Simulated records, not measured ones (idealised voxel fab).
process module | voxel trench capacitor
cross-section cut | 260 nm wide | cells 5 nm
A cross-section is a grid of square cells, given in bands from the top down. A band is one or more rows of cells.
Each band's line starts with the height of the band's top and of its bottom, in nm. Then come its materials from left to right, each with its width in nm. One material with "throughout" fills the band from edge to edge. "air" is empty space.
Height 0 is the level under which the wafer as received is all one material. The lowest band goes on downwards, as in "0 down".
A width such as "30 to 40" changes by the same amount from each row of cells to the next, from the band's top row to its bottom row.
"no change" after a step means that no cell of the cross-section changed.
closed voids: empty space of 8 cells or more with no open way to the top, each as width x height at its distance from the left edge, in nm
after a step's settings: what the simulator itself notes on the step
overlay nm, on a step with a mask: how far to the right of its planned place the mask lay; to the left if negative
plan
1 op RECEIVE | material Si
2 op CONFORMAL_DEP | material SiN | thk nm 5
3 op MASKED_ETCH | tone open | mask id TRENCH | width nm 15 | pitch nm 40 | etch materials SiN | depth nm 5 | overlay nm 0
4 op MASKED_ETCH | tone open | mask id TRENCH | width nm 15 | pitch nm 40 | etch materials Si | depth nm 40 | overlay nm 0
5 op CONFORMAL_DEP | material Al2O3 | thk nm 5
6 op FILL_DEP | material polySi | thk nm 5
7 op CMP | height nm 5
as received, after step 1
  0 down: Si throughout
  closed voids: none
first wafer at the end, as planned
  5 to 0: SiN 100 | Al2O3 5 | polySi 5 | Al2O3 5 | SiN 25 | Al2O3 5 | polySi 5 | Al2O3 5 | SiN 105
  0 to -35: Si 100 | Al2O3 5 | polySi 5 | Al2O3 5 | Si 25 | Al2O3 5 | polySi 5 | Al2O3 5 | Si 105
  -35 to -40: Si 100 | Al2O3 15 | Si 25 | Al2O3 15 | Si 105
  -40 down: Si throughout
  closed voids: none
second wafer at the end: like start, like plan, one mistake
  5 to 0: SiN 100 | Al2O3 5 | polySi 5 | Al2O3 10 | SiN 20 | Al2O3 5 | polySi 5 | Al2O3 10 | SiN 100
  0 to -35: Si 100 | Al2O3 5 | polySi 5 | Al2O3 5 | Si 25 | Al2O3 5 | polySi 5 | Al2O3 5 | Si 105
  -35 to -40: Si 100 | Al2O3 15 | Si 25 | Al2O3 15 | Si 105
  -40 down: Si throughout
  closed voids: none
what went wrong: step 3 ran as: op MASKED_ETCH | tone open | mask id TRENCH | width nm 20 | pitch nm 40 | etch materials SiN | depth nm 5 | overlay nm 0
at the end the second wafer has, in cells: 2 more of Al2O3 | 2 fewer of SiN
